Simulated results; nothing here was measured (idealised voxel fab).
process module | voxel tone inversion
cross-section cut | 295 nm wide | cells 5 nm
In what follows, cross-sections appear as grids of square cells, described through bands that run from the top down, where every band is one or more rows of cells. A band entry consists of two parts. The first gives the height of the band's top and the height of its bottom, in nm. The rest lists the band's materials from left to right, each with its width in nm. A single material labelled with the word "edge to edge" fills the band from edge to edge, and the word "air" marks empty space. Ref level 0: as-received wafer is one material below here. Bottom band extends down with no lower bound ("0 and below"). The notation "30->40" denotes a width that varies across the rows of cells in the band, beginning at the first number in the top row, finishing at the second number in the bottom row, and changing by an identical amount from each row to the next. Reading "nothing got changed" for a step: not a cell of the cross-section changed in it. Entry "Fully closed voids". Content: empty spaces with no open connection to the top, size 8 cells or greater. Each: width x height at distance. Distance: from left edge. Unit: nm. That trailing text on a step's line, after the settings, is the simulator's own remark on the step. overlay nm, on a step with a mask: how far to the right of its planned place the mask lay; to the left if negative.
This section lists the process steps that were planned
| 1 | RECEIVE, material Si |
| 2 | CONFORMAL_DEP, material SiN, thk nm 10 |
| 3 | DIRECTIONAL_DEP, material polySi, thk nm 20 |
| 4 | PATTERN, tone cover, mask id POSTS, material resist, width nm 20, pitch nm 50, thk nm 30, overlay nm 0 |
| 5 | DIRECTIONAL_ETCH, etch materials polySi, depth nm 20 |
| 6 | STRIP, etch materials resist |
| 7 | FILL_DEP, material lowk, thk nm 10 |
| 8 | CMP, height nm 30 |
| 9 | STRIP, etch materials polySi |
| 10 | CONFORMAL_DEP, material TiN, thk nm 5 |
| 11 | FILL_DEP, material Ru, thk nm 5 |
| 12 | CMP, height nm 30 |
| 13 | CONFORMAL_DEP, material SiCN, thk nm 5 |
First out of two wafers; run went to plan
Cross-sectional view of the wafer in its as-received condition, corresponding to the state after step 1
0 and below = Si edge to edge
Fully closed voids: none
The wafer in cross-section once step 2 is complete
10 down to 0 = SiN edge to edge
Under the height 0 nothing was changed.
The wafer in cross-section once step 3 is complete
30 down to 10 = polySi edge to edge
Under the height 10 nothing was changed.
The wafer in cross-section once step 4 is complete
60 down to 30 = air (110) / resist (20) / air (30) / resist (20) / air (115)
Under the height 30 nothing was changed.
The wafer in cross-section once step 5 is complete
60 down to 30 = air (110) / resist (20) / air (30) / resist (20) / air (115)
30 down to 10 = air (110) / polySi (20) / air (30) / polySi (20) / air (115)
Under the height 10 nothing was changed.
The wafer in cross-section once step 6 is complete
30 down to 10 = air (110) / polySi (20) / air (30) / polySi (20) / air (115)
Under the height 10 nothing was changed.
The wafer in cross-section once step 7 is complete
40 down to 30 = lowk edge to edge
30 down to 10 = lowk (110) / polySi (20) / lowk (30) / polySi (20) / lowk (115)
Under the height 10 nothing was changed.
The wafer in cross-section once step 8 is complete
30 down to 10 = lowk (110) / polySi (20) / lowk (30) / polySi (20) / lowk (115)
Under the height 10 nothing was changed.
The wafer in cross-section once step 9 is complete
30 down to 10 = lowk (110) / air (20) / lowk (30) / air (20) / lowk (115)
Under the height 10 nothing was changed.
The wafer in cross-section once step 10 is complete
35 down to 30 = TiN (115) / air (10) / TiN (40) / air (10) / TiN (120)
30 down to 15 = lowk (110) / TiN (5) / air (10) / TiN (5) / lowk (30) / TiN (5) / air (10) / TiN (5) / lowk (115)
15 down to 10 = lowk (110) / TiN (20) / lowk (30) / TiN (20) / lowk (115)
Under the height 10 nothing was changed.
The wafer in cross-section once step 11 is complete
40 down to 35 = Ru edge to edge
35 down to 30 = TiN (115) / Ru (10) / TiN (40) / Ru (10) / TiN (120)
30 down to 15 = lowk (110) / TiN (5) / Ru (10) / TiN (5) / lowk (30) / TiN (5) / Ru (10) / TiN (5) / lowk (115)
Under the height 15 nothing was changed.
The wafer in cross-section once step 12 is complete
30 down to 15 = lowk (110) / TiN (5) / Ru (10) / TiN (5) / lowk (30) / TiN (5) / Ru (10) / TiN (5) / lowk (115)
Under the height 15 nothing was changed.
The wafer in cross-section once step 13 is complete
35 down to 30 = SiCN edge to edge
Under the height 30 nothing was changed.
Second Wafer (Identical Start and Plan, One Processing Error; Matches First Wafer Through Step 8)
When step 9 should have ended
30 down to 10 = lowk (110) / air (20) / lowk (30) / air (20) / lowk (115)
Under the height 10 nothing was changed.
When step 10 should have ended
35 down to 30 = TiN (115) / air (10) / TiN (40) / air (10) / TiN (120)
30 down to 15 = lowk (110) / TiN (5) / air (10) / TiN (5) / lowk (30) / TiN (5) / air (10) / TiN (5) / lowk (115)
15 down to 10 = lowk (110) / TiN (20) / lowk (30) / TiN (20) / lowk (115)
Under the height 10 nothing was changed.
When step 11 should have ended
40 down to 35 = Ru edge to edge
35 down to 30 = TiN (115) / Ru (10) / TiN (40) / Ru (10) / TiN (120)
30 down to 15 = lowk (110) / TiN (5) / Ru (10) / TiN (5) / lowk (30) / TiN (5) / Ru (10) / TiN (5) / lowk (115)
Under the height 15 nothing was changed.
When step 12 should have ended
30 down to 15 = lowk (110) / TiN (5) / Ru (10) / TiN (5) / lowk (30) / TiN (5) / Ru (10) / TiN (5) / lowk (115)
Under the height 15 nothing was changed.
When step 13 should have ended
35 down to 30 = SiCN edge to edge
Under the height 30 nothing was changed.
Diagnosis: in the plan, step 9 was performed twice
Result: same final cross-section on the two wafers, so no effect from the mistake in this model.
